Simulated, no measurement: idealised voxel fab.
Presented below is a process module, voxel transistor to metal.
FYI the section here is cut, 170 nm wide, cells are 5 nm squares.
Cross-section = grid of square cells, listed top down in bands; band = one or more rows.
A band entry consists of two parts. The first gives the height of the band's top and the height of its bottom, in nm. The rest lists the band's materials from left to right, each with its width in nm. A single material labelled with the word "everywhere" fills the band from edge to edge, and the word "blank" marks empty space.
Below 0: as-received wafer, all one material; heights counted from there. Lowest band: no bottom, goes on down, written "top 0, no bottom".
Width spec "30->40" -> top row of cells at first value, bottom row at second value, equal per-row change in between.
"nothing got changed" after a step means that no cell of the cross-section changed.
Each empty space that has no open way to the top and spans at least 8 cells appears under "Closed void inventory" as width x height at distance, the distance counted from the left edge, all in nm.
Read whatever lies past the settings on a step's line as the simulator's own remark about the step.
"overlay nm" denotes, for a step that has a mask, the displacement of the mask to the right of its planned place, with negative values corresponding to the left.

-- Planned step list for the process
step 1: RECEIVE | material Si
step 2: OXIDIZE | depth nm 5
step 3: CONFORMAL_DEP | material SiN | thk nm 15
step 4: DIRECTIONAL_DEP | material aC | thk nm 15
step 5: PATTERN | tone cover | mask id ACTIVE | material resist | width nm 115 | thk nm 30 | overlay nm 0
step 6: DIRECTIONAL_ETCH | etch materials aC | depth nm 15
step 7: STRIP | etch materials resist
step 8: DIRECTIONAL_ETCH | etch materials SiN | depth nm 15
step 9: DIRECTIONAL_ETCH | etch materials SiO2 | depth nm 5
step 10: DIRECTIONAL_ETCH | etch materials Si | depth nm 30
step 11: STRIP | etch materials aC
step 12: OXIDIZE | depth nm 5
step 13: FILL_DEP | material SiO2 | thk nm 5
step 14: CMP | height nm 15
step 15: SELECTIVE_ETCH | etch materials SiO2 | depth nm 10
step 16: STRIP | etch materials SiN
step 17: SELECTIVE_ETCH | etch materials SiO2 | depth nm 5
step 18: OXIDIZE | depth nm 5
step 19: DIRECTIONAL_DEP | material polySi | thk nm 30
step 20: DIRECTIONAL_DEP | material SiCN | thk nm 10
step 21: DIRECTIONAL_DEP | material aC | thk nm 10
step 22: PATTERN | tone cover | mask id GATE | material resist | width nm 25 | thk nm 30 | overlay nm 0
step 23: DIRECTIONAL_ETCH | etch materials aC | depth nm 10
step 24: STRIP | etch materials resist
step 25: DIRECTIONAL_ETCH | etch materials SiCN | depth nm 20
step 26: DIRECTIONAL_ETCH | etch materials polySi | depth nm 40
step 27: STRIP | etch materials aC
step 28: CONFORMAL_DEP | material SiO2 | thk nm 5
step 29: DIRECTIONAL_ETCH | etch materials SiO2 | depth nm 5
step 30: CONFORMAL_DEP | material SiN | thk nm 5
step 31: DIRECTIONAL_ETCH | etch materials SiN | depth nm 5
step 32: DIRECTIONAL_ETCH | etch materials SiO2 | depth nm 5
step 33: EPI | material nSi | thk nm 5
step 34: FILL_DEP | material SiO2 | thk nm 5
step 35: CMP | height nm 35
step 36: DIRECTIONAL_DEP | material SiO2 | thk nm 10
step 37: DIRECTIONAL_DEP | material aC | thk nm 10
step 38: PATTERN | tone open | mask id CONTACT | material resist | width nm 30 | pitch nm 65 | thk nm 30 | overlay nm 0
step 39: DIRECTIONAL_ETCH | etch materials aC | depth nm 10
step 40: STRIP | etch materials resist
step 41: DIRECTIONAL_ETCH | etch materials SiO2 | depth nm 50
step 42: STRIP | etch materials aC
step 43: CONFORMAL_DEP | material TiN | thk nm 5
step 44: FILL_DEP | material Ru | thk nm 10
step 45: CMP | height nm 45
step 46: DIRECTIONAL_DEP | material TiN | thk nm 5
step 47: DIRECTIONAL_DEP | material Ru | thk nm 20
step 48: MASKED_ETCH | tone cover | mask id METAL_1 | width nm 15 | pitch nm 80 | etch materials Ru | depth nm 20 | overlay nm 0
step 49: MASKED_ETCH | tone cover | mask id METAL_1 | width nm 15 | pitch nm 80 | etch materials TiN | depth nm 5 | overlay nm 0
step 50: FILL_DEP | material SiO2 | thk nm 10
step 51: CMP | height nm 70
step 52: CONFORMAL_DEP | material SiCN | thk nm 5
step 53: DIRECTIONAL_DEP | material SiO2 | thk nm 30
step 54: MASKED_ETCH | tone open | mask id METAL_2 | width nm 15 | pitch nm 80 | etch materials SiO2 | depth nm 15 | overlay nm 0
step 55: DIRECTIONAL_DEP | material aC | thk nm 10
step 56: PATTERN | tone open | mask id METAL_2_HOLES | material resist | width nm 15 | pitch nm 80 | thk nm 25 | overlay nm 0
step 57: DIRECTIONAL_ETCH | etch materials aC | depth nm 10
step 58: STRIP | etch materials resist
step 59: DIRECTIONAL_ETCH | etch materials SiO2 | depth nm 15
step 60: DIRECTIONAL_ETCH | etch materials SiCN | depth nm 5
step 61: STRIP | etch materials aC
step 62: CONFORMAL_DEP | material TiN | thk nm 5
step 63: FILL_DEP | material Cu | thk nm 10
step 64: CMP | height nm 105
step 65: CONFORMAL_DEP | material SiN | thk nm 5

-- Received-state cross-section, reflecting completion of step 1
top 0, no bottom  Si everywhere
Closed void inventory: none

-- Cross-sectional view of the first of the two wafers upon completion of the module, processed in accordance with the plan
top 110, bottom 105  SiN everywhere
top 105, bottom 75  35 nm SiO2 / 5 nm TiN / 5 nm Cu / 5 nm TiN / 65 nm SiO2 / 5 nm TiN / 5 nm Cu / 5 nm TiN / 40 nm SiO2
top 75, bottom 70  35 nm SiCN / 15 nm TiN / 65 nm SiCN / 15 nm TiN / 40 nm SiCN
top 70, bottom 50  35 nm SiO2 / 15 nm Ru / 65 nm SiO2 / 15 nm Ru / 40 nm SiO2
top 50, bottom 45  35 nm SiO2 / 15 nm TiN / 65 nm SiO2 / 15 nm TiN / 40 nm SiO2
top 45, bottom 35  35 nm SiO2 / 5 nm TiN / 20->15 nm Ru / 5->10 nm TiN / 35 nm SiO2 / 5->10 nm TiN / 20->15 nm Ru / 5 nm TiN / 40 nm SiO2
top 35, bottom 25  35 nm SiO2 / 5 nm TiN / 15 nm Ru / 5 nm TiN / 5 nm SiN / 5 nm SiO2 / 25 nm SiCN / 5 nm SiO2 / 5 nm SiN / 5 nm TiN / 15 nm Ru / 5 nm TiN / 40 nm SiO2
top 25, bottom 0  35 nm SiO2 / 5 nm TiN / 15 nm Ru / 5 nm TiN / 5 nm SiN / 5 nm SiO2 / 25 nm polySi / 5 nm SiO2 / 5 nm SiN / 5 nm TiN / 15 nm Ru / 5 nm TiN / 40 nm SiO2
top 0, bottom -5  25 nm SiO2 / 5 nm SiN / 5 nm SiO2 / 25 nm TiN / 5 nm SiN / 5 nm SiO2 / 25 nm polySi / 5 nm SiO2 / 5 nm SiN / 25 nm TiN / 5 nm SiO2 / 5 nm SiN / 30 nm SiO2
top -5, bottom -10  30 nm SiO2 / 30 nm nSi / 45 nm SiO2 / 30 nm nSi / 35 nm SiO2
top -10, bottom -40  30 nm SiO2 / 105 nm Si / 35 nm SiO2
top -40, no bottom  Si everywhere
Closed void inventory: none

-- This is the second of the two wafers, cross-sectioned at the end of the module; it started exactly like the first and was given the same plan, but it was run with one mistake
top 110, bottom 105  SiN everywhere
top 105, bottom 100  35 nm SiO2 / 15 nm TiN / 65 nm SiO2 / 15 nm TiN / 40 nm SiO2
top 100, bottom 90  35 nm SiO2 / 15 nm polySi / 65 nm SiO2 / 15 nm polySi / 40 nm SiO2
top 90, bottom 75  SiO2 everywhere
top 75, bottom 70  SiCN everywhere
top 70, bottom 50  35 nm SiO2 / 15 nm Ru / 65 nm SiO2 / 15 nm Ru / 40 nm SiO2
top 50, bottom 45  35 nm SiO2 / 15 nm TiN / 65 nm SiO2 / 15 nm TiN / 40 nm SiO2
top 45, bottom 35  35 nm SiO2 / 5 nm TiN / 20->15 nm Ru / 5->10 nm TiN / 35 nm SiO2 / 5->10 nm TiN / 20->15 nm Ru / 5 nm TiN / 40 nm SiO2
top 35, bottom 25  35 nm SiO2 / 5 nm TiN / 15 nm Ru / 5 nm TiN / 5 nm SiN / 5 nm SiO2 / 25 nm SiCN / 5 nm SiO2 / 5 nm SiN / 5 nm TiN / 15 nm Ru / 5 nm TiN / 40 nm SiO2
top 25, bottom 0  35 nm SiO2 / 5 nm TiN / 15 nm Ru / 5 nm TiN / 5 nm SiN / 5 nm SiO2 / 25 nm polySi / 5 nm SiO2 / 5 nm SiN / 5 nm TiN / 15 nm Ru / 5 nm TiN / 40 nm SiO2
top 0, bottom -5  25 nm SiO2 / 5 nm SiN / 5 nm SiO2 / 25 nm TiN / 5 nm SiN / 5 nm SiO2 / 25 nm polySi / 5 nm SiO2 / 5 nm SiN / 25 nm TiN / 5 nm SiO2 / 5 nm SiN / 30 nm SiO2
top -5, bottom -10  30 nm SiO2 / 30 nm nSi / 45 nm SiO2 / 30 nm nSi / 35 nm SiO2
top -10, bottom -40  30 nm SiO2 / 105 nm Si / 35 nm SiO2
top -40, no bottom  Si everywhere
Closed void inventory: none
Against the plan, the run slipped here: step 55: run off-plan, actual operation and settings DIRECTIONAL_DEP | material polySi | thk nm 10
Bottom line after processing is that, in cells, the second wafer is up or down on some materials versus the first: Cu -12 | SiCN +6 | SiO2 +18 | TiN -24 | polySi +12
